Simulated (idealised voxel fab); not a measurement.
The process module that follows is named voxel fin reveal.
The width of the displayed cross-section, cut, is 260 nm; its cells are square, with a size of 5 nm.
In this document a cross-section is written as a grid of square cells. It is given as a series of bands, listed from the top down, and a band is one or more rows of cells.
What a band's entry tells you: where the top is and where the bottom is, as heights in nm, and after that what lies inside, material by material from left to right, each with its width in nm. Empty space is written as the word "air", and a single material marked with the word "throughout" occupies the band from edge to edge.
Heights are expressed relative to 0, this being the level below which the as-received wafer comprises one material exclusively. The lowest band is unbounded in the downward direction and is denoted as in "0 and below".
So if you see something like "30 to 40" for the width, read it as the top row of the band sitting at the first number and the bottom row at the second, with every row in between moving by the same amount as the last.
The designation "no modifications", where it is given for a processing step, indicates that no cell of the cross-section was altered in the course of that step.
Entry "Closed void catalog" = empty spaces >= 8 cells with no open way to the top; each as width x height at distance, distance from left edge, all nm.
The remark found on a step's line after its settings is issued by the simulator itself and pertains to that step.
For masked steps, "overlay nm" on the step line gives how far right of plan the mask actually lay; a minus sign means it lay to the left.
Planned step list for the process:
| 1 | RECEIVE: material Si |
| 2 | CONFORMAL_DEP: material SiN, thk nm 10 |
| 3 | PATTERN: tone cover, mask id FINS, material resist, width nm 15, pitch nm 35, thk nm 20, overlay nm 0 |
| 4 | DIRECTIONAL_ETCH: etch materials SiN, depth nm 10 |
| 5 | DIRECTIONAL_ETCH: etch materials Si, depth nm 30 |
| 6 | STRIP: etch materials resist |
| 7 | OXIDIZE: depth nm 5 |
| 8 | FILL_DEP: material SiO2, thk nm 10 |
| 9 | CMP: height nm 10 |
| 10 | SELECTIVE_ETCH: etch materials SiO2, depth nm 25 |
| 11 | STRIP: etch materials SiN |
Cross-sectional view of the wafer in its as-received condition, corresponding to the state after step 1:
  0 and below: Si throughout
  Closed void catalog: none
a wafer at the end: this start, this plan, one mistake:
  0 down to -30: 70 air / 5 SiO2 / 5 Si / 5 SiO2 / 20 air / 5 SiO2 / 5 Si / 5 SiO2 / 20 air / 5 SiO2 / 5 Si / 5 SiO2 / 20 air / 5 SiO2 / 5 Si / 5 SiO2 / 70 air
  -30 down to -35: 75 SiO2 / 5 Si / 30 SiO2 / 5 Si / 30 SiO2 / 5 Si / 30 SiO2 / 5 Si / 75 SiO2
  -35 and below: Si throughout
  Closed void catalog: none
What broke from the plan during processing? the process deviated at step 8: the operation and settings actually run there were FILL_DEP: material SiN, thk nm 10
